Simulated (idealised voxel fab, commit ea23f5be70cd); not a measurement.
process module | voxel spacer lines
cross-section cut | 235 nm wide | cells 5 nm
A cross-section is a grid of square cells, given in bands from the top down. A band is one or more rows of cells.
Each band's line starts with the height of the band's top and of its bottom, in nm. Then come its materials from left to right, each with its width in nm. One material with "throughout" fills the band from edge to edge. "air" is empty space.
Height 0 is the level under which the wafer as received is all one material. The lowest band goes on downwards, as in "0 down".
A width such as "30 to 40" changes by the same amount from each row of cells to the next, from the band's top row to its bottom row.
"no change" after a step means that no cell of the cross-section changed.
closed voids: empty space of 8 cells or more with no open way to the top, each as width x height at its distance from the left edge, in nm
after a step's settings: what the simulator itself notes on the step
overlay nm, on a step with a mask: how far to the right of its planned place the mask lay; to the left if negative
plan
1 op RECEIVE | material Si
2 op CONFORMAL_DEP | material Al2O3 | thk nm 5
3 op DIRECTIONAL_DEP | material W | thk nm 10
4 op DIRECTIONAL_DEP | material aC | thk nm 25
5 op PATTERN | tone cover | mask id MANDREL | material resist | width nm 15 | pitch nm 60 | thk nm 35 | overlay nm 0
6 op DIRECTIONAL_ETCH | etch materials aC | depth nm 25
7 op STRIP | etch materials resist
8 op CONFORMAL_DEP | material SiO2 | thk nm 15
9 op DIRECTIONAL_ETCH | etch materials SiO2 | depth nm 15
10 op STRIP | etch materials aC
11 op DIRECTIONAL_ETCH | etch materials W | depth nm 10
12 op STRIP | etch materials SiO2
13 op FILL_DEP | material lowk | thk nm 10
14 op CMP | height nm 15
varied across the wafers: thk nm of step 2. The plan shows the first wafer's value. All wafers start alike
first wafer as received, after step 1
  0 down: Si throughout
  closed voids: none
each wafer at the end: cells of each material gained (+) or lost (-) since it was received, then its closed voids
thk nm 5 | +47 Al2O3 | +36 W | +58 lowk | closed voids: none
thk nm 10 | +94 Al2O3 | +18 W | +29 lowk | closed voids: none
thk nm 15 | +141 Al2O3 | closed voids: none
thk nm 20 | +141 Al2O3 | closed voids: none
